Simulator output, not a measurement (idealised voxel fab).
The document below concerns the process module designated voxel gate over fins.
The width of the displayed cross-section, cut, is 295 nm; its cells are square, with a size of 5 nm.
In this document a cross-section is written as a grid of square cells. It is given as a series of bands, listed from the top down, and a band is one or more rows of cells.
Heights first: top, then bottom, in nm. Then materials, left to right, each with a width in nm. "edge to edge" on a single material: fills the band edge to edge. "air": empty space.
Heights from 0 (as-received wafer is one material below). Bottom band endless downward, as "0 and below".
Graded width ("30 to 40"): value in top row of band = first number; value in bottom row = second number; row-to-row change constant.
Step marked "nothing got changed"? Then no cell in the cross-section changed in it.
In "Sealed void listing" the enclosed voids are listed, meaning empty spaces of 8 cells or larger without any opening to the top. The form is width x height at distance, distance from the left edge, units nm.
Post-settings text on a step line: simulator's own remark regarding the step.
overlay nm: mask offset rightward from planned place, masked step; negative means leftward offset.

The steps planned for the process are as follows:
1: RECEIVE (material Si)
2: CONFORMAL_DEP (material SiN; thk nm 5)
3: MASKED_ETCH (tone cover; mask id FINS; width nm 15; pitch nm 40; etch materials SiN; depth nm 5; overlay nm 0)
4: MASKED_ETCH (tone cover; mask id FINS; width nm 15; pitch nm 40; etch materials Si; depth nm 35; overlay nm 0)
5: FILL_DEP (material SiO2; thk nm 5)
6: CMP (height nm 5)
7: SELECTIVE_ETCH (etch materials SiO2; depth nm 20)
8: STRIP (etch materials SiN)
9: CONFORMAL_DEP (material HfO2; thk nm 5)
10: CONFORMAL_DEP (material TiN; thk nm 5)
11: FILL_DEP (material W; thk nm 15)
12: CMP (height nm 20)
13: CONFORMAL_DEP (material SiN; thk nm 5)

Step 1 complete: cross-section of the wafer as received:
0 and below | Si edge to edge
Sealed void listing: none

The plan above was carried out on the starting structure above with one mistake, and this cross-section shows the wafer at the end of the module:
25 down to 20 | SiN edge to edge
20 down to 15 | 60 of W, then 175 of TiN, then 60 of W
15 down to 5 | 60 of W, then 5 of TiN, then 165 of HfO2, then 5 of TiN, then 60 of W
5 down to 0 | 65 of TiN, then 165 of HfO2, then 65 of TiN
0 down to -15 | 80 of HfO2, then 15 of Si, then 25 of HfO2, then 15 of Si, then 25 of HfO2, then 15 of Si, then 25 of HfO2, then 15 of Si, then 80 of HfO2
-15 down to -35 | 80 of SiO2, then 15 of Si, then 25 of SiO2, then 15 of Si, then 25 of SiO2, then 15 of Si, then 25 of SiO2, then 15 of Si, then 80 of SiO2
-35 and below | Si edge to edge
Sealed void listing: none
Diagnosis: not per plan at step 9, really ran CONFORMAL_DEP (material HfO2; thk nm 15)
